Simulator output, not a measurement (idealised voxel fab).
Process module under the name voxel gate over fins
240 nm wide, 5 nm square cells: that's cross-section cut.
Format of a cross-section: grid, square cells. Given as bands. Order: top down. Band: one or more rows of cells. The entry gives the band's vertical extent as a top height and a bottom height in nm, then its horizontal make-up as materials from left to right, each with a width in nm. "empty" stands for empty space; a single material marked "full width" fills the band edge to edge. Basically, 0 is our baseline, since under it the wafer straight out of the box is all one material. The bottom band has no lower end and keeps on going down, so it looks like "0 and below". Graded width ("30..40"): value in top row of band = first number; value in bottom row = second number; row-to-row change constant. Step note "no change" = no cross-section cell changed. You'll see "Listed closed voids" listing empty spaces that have no way open to the top, as long as they're 8 cells or more; the notation is width x height at distance, where the distance is from the left edge, and all of it is in nm. What comes after the settings on a step's line is commentary from the simulator itself on that step. On any step carrying a mask, the "overlay nm" setting, if present on the step's line, tells how far right of its planned place the mask lay; negative values point to the left.
**Planned process steps**
1: op RECEIVE | material Si
2: op CONFORMAL_DEP | material SiN | thk nm 5
3: op DIRECTIONAL_DEP | material aC | thk nm 15
4: op PATTERN | tone cover | mask id FINS | material resist | width nm 15 | pitch nm 50 | thk nm 35 | overlay nm 0
5: op DIRECTIONAL_ETCH | etch materials aC | depth nm 15
6: op STRIP | etch materials resist
7: op DIRECTIONAL_ETCH | etch materials SiN | depth nm 5
8: op DIRECTIONAL_ETCH | etch materials Si | depth nm 35
9: op STRIP | etch materials aC
10: op OXIDIZE | depth nm 5
11: op FILL_DEP | material SiO2 | thk nm 15
12: op CMP | height nm 5
13: op MASKED_ETCH | tone open | mask id RAIL | width nm 15 | etch materials SiO2 | depth nm 35 | overlay nm 0
14: op CONFORMAL_DEP | material TiN | thk nm 5
15: op FILL_DEP | material W | thk nm 5
16: op CMP | height nm 5
17: op SELECTIVE_ETCH | etch materials W Ru TiN | depth nm 20
18: op FILL_DEP | material SiO2 | thk nm 5
19: op CMP | height nm 5
20: op SELECTIVE_ETCH | etch materials SiO2 | depth nm 15
21: op STRIP | etch materials SiN
22: op CONFORMAL_DEP | material HfO2 | thk nm 5
23: op CONFORMAL_DEP | material TiN | thk nm 5
24: op CONFORMAL_DEP | material TiAl | thk nm 5
25: op CONFORMAL_DEP | material TiN | thk nm 5
26: op FILL_DEP | material W | thk nm 15
27: op CMP | height nm 30
28: op CONFORMAL_DEP | material SiCN | thk nm 5
**Wafer cross-section on receipt, i.e. after step 1**
    0 and below  Si full width
    Listed closed voids: none
**Post-module cross-section of the first of two wafers (run per plan)**
    35 down to 30  SiCN full width
    30 down to 20  W full width
    20 down to 15  W 70 | TiN 45 | W 5 | TiN 45 | W 75
    15 down to 10  W 70 | TiN 5 | TiAl 35 | TiN 5 | W 5 | TiN 5 | TiAl 35 | TiN 5 | W 75
    10 down to 5  TiN 75 | TiAl 5 | TiN 25 | TiAl 5 | TiN 15 | TiAl 5 | TiN 25 | TiAl 5 | TiN 80
    5 down to 0  TiAl 80 | TiN 5 | HfO2 15 | TiN 5 | TiAl 25 | TiN 5 | HfO2 15 | TiN 5 | TiAl 85
    0 down to -5  TiN 85 | HfO2 5 | Si 5 | HfO2 5 | TiN 35 | HfO2 5 | Si 5 | HfO2 5 | TiN 90
    -5 down to -10  HfO2 90 | Si 5 | HfO2 45 | Si 5 | HfO2 95
    -10 down to -15  SiO2 90 | Si 5 | SiO2 45 | Si 5 | SiO2 95
    -15 down to -25  SiO2 90 | Si 5 | SiO2 15 | TiN 5 | W 5 | TiN 5 | SiO2 15 | Si 5 | SiO2 95
    -25 down to -30  SiO2 90 | Si 5 | SiO2 15 | TiN 15 | SiO2 15 | Si 5 | SiO2 95
    -30 down to -40  SiO2 90 | Si 5 | SiO2 45 | Si 5 | SiO2 95
    -40 and below  Si full width
    Listed closed voids: none
**So this is wafer number two of the two, cut at the end of the module - it started where the first did and had the same plan, we just got one thing wrong running it**
    35 down to 30  SiCN full width
    30 down to 15  W full width
    15 down to 5  W 75 | TiN 35 | W 15 | TiN 35 | W 80
    5 down to 0  TiN 85 | HfO2 15 | TiN 35 | HfO2 15 | TiN 90
    0 down to -5  TiN 85 | HfO2 5 | Si 5 | HfO2 5 | TiN 35 | HfO2 5 | Si 5 | HfO2 5 | TiN 90
    -5 down to -10  HfO2 90 | Si 5 | HfO2 45 | Si 5 | HfO2 95
    -10 down to -15  SiO2 90 | Si 5 | SiO2 45 | Si 5 | SiO2 95
    -15 down to -25  SiO2 90 | Si 5 | SiO2 15 | TiN 5 | W 5 | TiN 5 | SiO2 15 | Si 5 | SiO2 95
    -25 down to -30  SiO2 90 | Si 5 | SiO2 15 | TiN 15 | SiO2 15 | Si 5 | SiO2 95
    -30 down to -40  SiO2 90 | Si 5 | SiO2 45 | Si 5 | SiO2 95
    -40 and below  Si full width
    Listed closed voids: none
Diagnosis: step 24 of the plan was omitted and not executed
Wrapping up, a cell-based count of both wafers puts the second over or under the first for these materials: TiAl: 56 fewer | W: 56 more
